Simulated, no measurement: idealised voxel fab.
Name of the process module below: voxel fin reveal
The width of the displayed cross-section, cut, is 270 nm; its cells are square, with a size of 5 nm.
Format of a cross-section: grid, square cells. Given as bands. Order: top down. Band: one or more rows of cells.
Band: top height; bottom height; in nm. Then, left to right: material with width in nm, for each material. "full width": a single material spanning edge to edge. "empty": empty space.
Where do heights start? At 0: under that level the wafer as delivered is made of one material only. And the lowest band has no floor; it just carries on downward, as in "top 0, no bottom".
Think of "30 to 40" as a width that walks from the first number to the second as you go down the band, top row to bottom row, taking equal-sized steps from row to row.
"no alterations made" means the step left every cell of the cross-section as it was.
The label "Fully closed voids" introduces a list of the empty spaces, 8 cells or larger, that have no open way up to the top; each entry in it reads width x height at distance, where the distance is taken from the left edge and all three are stated in nm.
That trailing text on a step's line, after the settings, is the simulator's own remark on the step.
The optional step-line setting "overlay nm" applies to steps with a mask and quantifies how far to the right of its planned location the mask lay, a negative value indicating leftward placement.
[The planned process steps are enumerated hereunder]
| 1 | RECEIVE, material Si |
| 2 | CONFORMAL_DEP, material SiN, thk nm 10 |
| 3 | PATTERN, tone cover, mask id FINS, material resist, width nm 15, pitch nm 45, thk nm 20, overlay nm 0 |
| 4 | DIRECTIONAL_ETCH, etch materials SiN, depth nm 10 |
| 5 | DIRECTIONAL_ETCH, etch materials Si, depth nm 40 |
| 6 | STRIP, etch materials resist |
| 7 | OXIDIZE, depth nm 5 |
| 8 | FILL_DEP, material SiO2, thk nm 15 |
| 9 | CMP, height nm 10 |
| 10 | SELECTIVE_ETCH, etch materials SiO2, depth nm 40 |
| 11 | STRIP, etch materials SiN |
| 12 | CONFORMAL_DEP, material SiO2, thk nm 5 |
[As received (post step 1): cross-section]
    top 0, no bottom = Si full width
    Fully closed voids: none
[As-planned run: cross-section of the first of two wafers at end of module]
    top 5, bottom 0 = empty 105 / SiO2 15 / empty 30 / SiO2 15 / empty 105
    top 0, bottom -25 = empty 105 / SiO2 5 / Si 5 / SiO2 5 / empty 30 / SiO2 5 / Si 5 / SiO2 5 / empty 105
    top -25, bottom -45 = SiO2 110 / Si 5 / SiO2 40 / Si 5 / SiO2 110
    top -45, no bottom = Si full width
    Fully closed voids: none
[Now the second wafer, cross-sectioned at the end of the module. Nothing different at the start, nothing different in the plan compared with the first, just one mistake when it was actually run]
    top 5, bottom 0 = empty 95 / SiO2 15 / empty 30 / SiO2 15 / empty 115
    top 0, bottom -25 = empty 95 / SiO2 5 / Si 5 / SiO2 5 / empty 30 / SiO2 5 / Si 5 / SiO2 5 / empty 115
    top -25, bottom -45 = SiO2 100 / Si 5 / SiO2 40 / Si 5 / SiO2 120
    top -45, no bottom = Si full width
    Fully closed voids: none
What was the processing mistake? step 3 did not happen as planned, as run it was PATTERN, tone cover, mask id FINS, material resist, width nm 15, pitch nm 45, thk nm 20, overlay nm -10
Tallied in cells, the final second wafer holds each material in the same quantity as the first, although not at the same places.
